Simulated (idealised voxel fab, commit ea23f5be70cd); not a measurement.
This is a process module. Its name is voxel double patterning.
cross-section cut | 255 nm wide | cells 5 nm
For the purposes of this document, a cross-section shall be understood as a grid of square cells, specified as bands listed in top-to-bottom order, each band consisting of one or more rows of cells. What a band's entry tells you: where the top is and where the bottom is, as heights in nm, and after that what lies inside, material by material from left to right, each with its width in nm. Empty space is written as the word "air", and a single material marked with the word "all across" occupies the band from edge to edge. Height reference: 0 = level under which incoming wafer is all one material. Lowest band: no bottom, runs on downward, e.g. "0..down". The width entry "30->40" should be interpreted row by row: the top row of cells in the band takes the first number, the bottom row takes the second number, and the change between adjacent rows is uniform throughout. For the purposes of this document, the phrase "no modification" attached to a step denotes that no cell within the cross-section was modified by that step. The entry "Closed internal voids" lists the empty spaces that cover at least 8 cells and have no open path to the top. Each is written as width x height at distance, where the distance is measured from the left edge and all three values are in nm. Post-settings text on a step line: simulator's own remark regarding the step. overlay nm: where the mask lay relative to plan, measured to the right, on steps with a mask; negatives go left.

Steps in the process plan:
| 1 | RECEIVE | material Si |
| 2 | CONFORMAL_DEP | material SiO2 | thk nm 5 |
| 3 | DIRECTIONAL_DEP | material polySi | thk nm 10 |
| 4 | DIRECTIONAL_DEP | material SiN | thk nm 5 |
| 5 | PATTERN | tone open | mask id FIRST | material resist | width nm 15 | pitch nm 50 | thk nm 20 | overlay nm 0 |
| 6 | DIRECTIONAL_ETCH | etch materials SiN | depth nm 5 |
| 7 | STRIP | etch materials resist |
| 8 | DIRECTIONAL_DEP | material aC | thk nm 10 |
| 9 | PATTERN | tone open | mask id SECOND | material resist | width nm 15 | pitch nm 50 | thk nm 30 | overlay nm 0 |
| 10 | DIRECTIONAL_ETCH | etch materials aC | depth nm 10 |
| 11 | STRIP | etch materials resist |
| 12 | DIRECTIONAL_ETCH | etch materials SiN | depth nm 5 |
| 13 | STRIP | etch materials aC |
| 14 | DIRECTIONAL_ETCH | etch materials polySi | depth nm 10 |
| 15 | STRIP | etch materials SiN |

Of two wafers, the first: run according to plan:

Here's what the wafer looked like in cross-section when it arrived - that's after step 1:
    0..down | Si all across
    Closed internal voids: none

Wafer xsec, post step 2:
    5..0 | SiO2 all across
    Note: structure below 0 unchanged.

Wafer xsec, post step 3:
    15..5 | polySi all across
    Note: structure below 5 unchanged.

Wafer xsec, post step 4:
    20..15 | SiN all across
    Note: structure below 15 unchanged.

Wafer xsec, post step 5:
    40..20 | resist=70, then air=15, then resist=35, then air=15, then resist=35, then air=15, then resist=70
    Note: structure below 20 unchanged.

Wafer xsec, post step 6:
    40..20 | resist=70, then air=15, then resist=35, then air=15, then resist=35, then air=15, then resist=70
    20..15 | SiN=70, then air=15, then SiN=35, then air=15, then SiN=35, then air=15, then SiN=70
    Note: structure below 15 unchanged.

Wafer xsec, post step 7:
    20..15 | SiN=70, then air=15, then SiN=35, then air=15, then SiN=35, then air=15, then SiN=70
    Note: structure below 15 unchanged.

Wafer xsec, post step 8:
    30..25 | aC=70, then air=15, then aC=35, then air=15, then aC=35, then air=15, then aC=70
    25..20 | aC all across
    20..15 | SiN=70, then aC=15, then SiN=35, then aC=15, then SiN=35, then aC=15, then SiN=70
    Note: structure below 15 unchanged.

Wafer xsec, post step 9:
    60..30 | resist=95, then air=15, then resist=35, then air=15, then resist=95
    30..25 | aC=70, then resist=15, then aC=35, then resist=15, then aC=35, then resist=15, then aC=70
    Note: structure below 25 unchanged.

Wafer xsec, post step 10:
    50..30 | resist=95, then air=15, then resist=35, then air=15, then resist=95
    30..25 | aC=70, then resist=15, then aC=10, then air=15, then aC=10, then resist=15, then aC=10, then air=15, then aC=10, then resist=15, then aC=70
    25..20 | aC=95, then air=15, then aC=35, then air=15, then aC=95
    Note: structure below 20 unchanged.

Wafer xsec, post step 11:
    30..25 | aC=70, then air=15, then aC=10, then air=15, then aC=10, then air=15, then aC=10, then air=15, then aC=10, then air=15, then aC=70
    Note: structure below 25 unchanged.

Wafer xsec, post step 12:
    30..25 | aC=70, then air=15, then aC=10, then air=15, then aC=10, then air=15, then aC=10, then air=15, then aC=10, then air=15, then aC=70
    25..20 | aC=95, then air=15, then aC=35, then air=15, then aC=95
    20..15 | SiN=70, then aC=15, then SiN=10, then air=15, then SiN=10, then aC=15, then SiN=10, then air=15, then SiN=10, then aC=15, then SiN=70
    Note: structure below 15 unchanged.

Wafer xsec, post step 13:
    20..15 | SiN=70, then air=15, then SiN=10, then air=15, then SiN=10, then air=15, then SiN=10, then air=15, then SiN=10, then air=15, then SiN=70
    Note: structure below 15 unchanged.

Wafer xsec, post step 14:
    20..15 | SiN=70, then air=15, then SiN=10, then air=15, then SiN=10, then air=15, then SiN=10, then air=15, then SiN=10, then air=15, then SiN=70
    15..5 | polySi=70, then air=15, then polySi=10, then air=15, then polySi=10, then air=15, then polySi=10, then air=15, then polySi=10, then air=15, then polySi=70
    Note: structure below 5 unchanged.

Wafer xsec, post step 15:
    15..5 | polySi=70, then air=15, then polySi=10, then air=15, then polySi=10, then air=15, then polySi=10, then air=15, then polySi=10, then air=15, then polySi=70
    Note: structure below 5 unchanged.

Wafer two. Same start, same plan, one slip in execution. Same as wafer one through step 1, inclusive:

Second wafer shown in cross-section at the time step 2 was slated to end:
    10..0 | polySi all across
    Note: structure below 0 unchanged.

Second wafer shown in cross-section at the time step 3 was slated to end:
    15..10 | SiO2 all across
    Note: structure below 10 unchanged.

Second wafer shown in cross-section at the time step 4 was slated to end:
    20..15 | SiN all across
    Note: structure below 15 unchanged.

Second wafer shown in cross-section at the time step 5 was slated to end:
    40..20 | resist=70, then air=15, then resist=35, then air=15, then resist=35, then air=15, then resist=70
    Note: structure below 20 unchanged.

Second wafer shown in cross-section at the time step 6 was slated to end:
    40..20 | resist=70, then air=15, then resist=35, then air=15, then resist=35, then air=15, then resist=70
    20..15 | SiN=70, then air=15, then SiN=35, then air=15, then SiN=35, then air=15, then SiN=70
    Note: structure below 15 unchanged.

Second wafer shown in cross-section at the time step 7 was slated to end:
    20..15 | SiN=70, then air=15, then SiN=35, then air=15, then SiN=35, then air=15, then SiN=70
    Note: structure below 15 unchanged.

Second wafer shown in cross-section at the time step 8 was slated to end:
    30..25 | aC=70, then air=15, then aC=35, then air=15, then aC=35, then air=15, then aC=70
    25..20 | aC all across
    20..15 | SiN=70, then aC=15, then SiN=35, then aC=15, then SiN=35, then aC=15, then SiN=70
    Note: structure below 15 unchanged.

Second wafer shown in cross-section at the time step 9 was slated to end:
    60..30 | resist=95, then air=15, then resist=35, then air=15, then resist=95
    30..25 | aC=70, then resist=15, then aC=35, then resist=15, then aC=35, then resist=15, then aC=70
    Note: structure below 25 unchanged.

Second wafer shown in cross-section at the time step 10 was slated to end:
    50..30 | resist=95, then air=15, then resist=35, then air=15, then resist=95
    30..25 | aC=70, then resist=15, then aC=10, then air=15, then aC=10, then resist=15, then aC=10, then air=15, then aC=10, then resist=15, then aC=70
    25..20 | aC=95, then air=15, then aC=35, then air=15, then aC=95
    Note: structure below 20 unchanged.

Second wafer shown in cross-section at the time step 11 was slated to end:
    30..25 | aC=70, then air=15, then aC=10, then air=15, then aC=10, then air=15, then aC=10, then air=15, then aC=10, then air=15, then aC=70
    Note: structure below 25 unchanged.

Second wafer shown in cross-section at the time step 12 was slated to end:
    30..25 | aC=70, then air=15, then aC=10, then air=15, then aC=10, then air=15, then aC=10, then air=15, then aC=10, then air=15, then aC=70
    25..20 | aC=95, then air=15, then aC=35, then air=15, then aC=95
    20..15 | SiN=70, then aC=15, then SiN=10, then air=15, then SiN=10, then aC=15, then SiN=10, then air=15, then SiN=10, then aC=15, then SiN=70
    Note: structure below 15 unchanged.

Second wafer shown in cross-section at the time step 13 was slated to end:
    20..15 | SiN=70, then air=15, then SiN=10, then air=15, then SiN=10, then air=15, then SiN=10, then air=15, then SiN=10, then air=15, then SiN=70
    Note: structure below 15 unchanged.

Second wafer shown in cross-section at the time step 14 was slated to end: no modification

Second wafer shown in cross-section at the time step 15 was slated to end:
    15..10 | SiO2 all across
    Note: structure below 10 unchanged.
Deviation noted in wafer processing: contrary to the plan, steps 2 and 3 were processed in exchanged order
In the final state, the cell counts of the second wafer exceed or fall short of those of the first for the following materials: polySi +30
